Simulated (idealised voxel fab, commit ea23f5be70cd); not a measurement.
Process module under the name voxel capacitor over wiring
In the cross-section labelled cut, the width is 285 nm and each square cell is 5 nm.
Each cross-section below is a grid of square cells, stated as bands in top-down order, with one or more rows of cells making up each band.
In this notation a band is specified by the heights of its top and bottom, in that order and in nm, after which its materials appear from left to right, each paired with its width in nm. The word "full width" attached to a single material means that material fills the band from edge to edge; the word "blank" stands for empty space.
Heights are measured from 0, the level below which the as-received wafer is all one material; the lowest band has no bottom and continues downward, written as in "0 -> down".
Think of "30..40" as a width that walks from the first number to the second as you go down the band, top row to bottom row, taking equal-sized steps from row to row.
No cell of the cross-section changed in a step that is given as "no modifications".
Under "Closed void roster" you'll find the enclosed gaps, the ones with no way out to the top, that are 8 cells or bigger; each reads width x height at distance, with distance counted from the left edge, everything in nm.
Read whatever lies past the settings on a step's line as the simulator's own remark about the step.
overlay nm: mask offset rightward from planned place, masked step; negative means leftward offset.

Steps planned for the process
1. RECEIVE, material Si
2. CONFORMAL_DEP, material SiO2, thk nm 10
3. CONFORMAL_DEP, material SiN, thk nm 5
4. DIRECTIONAL_DEP, material SiO2, thk nm 20
5. MASKED_ETCH, tone open, mask id METAL_1, width nm 30, pitch nm 80, etch materials SiO2, depth nm 20, overlay nm 0
6. MASKED_ETCH, tone open, mask id METAL_1, width nm 30, pitch nm 80, etch materials SiN, depth nm 5, overlay nm 0
7. CONFORMAL_DEP, material TiN, thk nm 5
8. FILL_DEP, material W, thk nm 10
9. CMP, height nm 35
10. CONFORMAL_DEP, material SiCN, thk nm 5
11. DIRECTIONAL_DEP, material lowk, thk nm 20
12. PATTERN, tone open, mask id PLUG_1, material resist, width nm 15, thk nm 20, overlay nm 0
13. DIRECTIONAL_ETCH, etch materials lowk, depth nm 20
14. DIRECTIONAL_ETCH, etch materials SiCN, depth nm 5
15. STRIP, etch materials resist
16. CONFORMAL_DEP, material TiN, thk nm 5
17. FILL_DEP, material Cu, thk nm 10
18. CMP, height nm 60
19. DIRECTIONAL_DEP, material TiN, thk nm 5
20. DIRECTIONAL_DEP, material SiN, thk nm 5
21. DIRECTIONAL_DEP, material TiN, thk nm 10
22. MASKED_ETCH, tone cover, mask id UPPER_PLATE, width nm 55, etch materials TiN, depth nm 10, overlay nm 0
23. MASKED_ETCH, tone cover, mask id UPPER_PLATE, width nm 55, etch materials SiN, depth nm 5, overlay nm 0
24. DIRECTIONAL_DEP, material aC, thk nm 10
25. PATTERN, tone cover, mask id LOWER_PLATE, material resist, width nm 65, thk nm 30, overlay nm 0
26. DIRECTIONAL_ETCH, etch materials aC, depth nm 10
27. STRIP, etch materials resist
28. DIRECTIONAL_ETCH, etch materials TiN, depth nm 5
29. STRIP, etch materials aC
30. FILL_DEP, material SiO2, thk nm 15
31. CMP, height nm 90
32. MASKED_ETCH, tone open, mask id PLUG_2, width nm 15, etch materials SiO2, depth nm 10, overlay nm 0
33. CONFORMAL_DEP, material TiN, thk nm 5
34. FILL_DEP, material Ru, thk nm 5
35. CMP, height nm 90
36. CONFORMAL_DEP, material SiN, thk nm 5

As received, after step 1
	0 -> down = Si full width
	Closed void roster: none

Cross-section: first of two wafers, module finished, run according to plan
	95 -> 90 = SiN full width
	90 -> 85 = SiO2 (110)  TiN (5)  Ru (5)  TiN (5)  SiO2 (160)
	85 -> 80 = SiO2 (110)  TiN (15)  SiO2 (160)
	80 -> 70 = SiO2 (100)  TiN (55)  SiO2 (130)
	70 -> 65 = SiO2 (100)  SiN (55)  SiO2 (130)
	65 -> 60 = SiO2 (95)  TiN (65)  SiO2 (125)
	60 -> 40 = lowk (100)  TiN (5)  Cu (5)  TiN (5)  lowk (170)
	40 -> 35 = SiCN (100)  TiN (15)  SiCN (170)
	35 -> 15 = SiO2 (85)  TiN (5)  W (20)  TiN (5)  SiO2 (50)  TiN (5)  W (20)  TiN (5)  SiO2 (90)
	15 -> 10 = SiN (85)  TiN (30)  SiN (50)  TiN (30)  SiN (90)
	10 -> 0 = SiO2 full width
	0 -> down = Si full width
	Closed void roster: none

Here is the second of the two wafers cut open at the end of the module - same start, same plan as the first one, but we made one mistake running it
	95 -> 90 = SiN full width
	90 -> 85 = SiO2 (110)  TiN (15)  SiO2 (160)
	85 -> 75 = SiO2 (100)  TiN (55)  SiO2 (130)
	75 -> 70 = SiO2 (95)  TiN (65)  SiO2 (125)
	70 -> 65 = SiN full width
	65 -> 60 = TiN full width
	60 -> 40 = lowk (100)  TiN (5)  Cu (5)  TiN (5)  lowk (170)
	40 -> 35 = SiCN (100)  TiN (15)  SiCN (170)
	35 -> 15 = SiO2 (85)  TiN (5)  W (20)  TiN (5)  SiO2 (50)  TiN (5)  W (20)  TiN (5)  SiO2 (90)
	15 -> 10 = SiN (85)  TiN (30)  SiN (50)  TiN (30)  SiN (90)
	10 -> 0 = SiO2 full width
	0 -> down = Si full width
	Closed void roster: none
In executing the process, a mistake was made relative to the plan: contrary to plan, step 21 was performed as DIRECTIONAL_DEP, material TiN, thk nm 15
Looking at both finished wafers in cells, the second ends up ahead of or behind the first on some materials: 1 fewer of Ru | 46 more of SiN | 100 fewer of SiO2 | 55 more of TiN
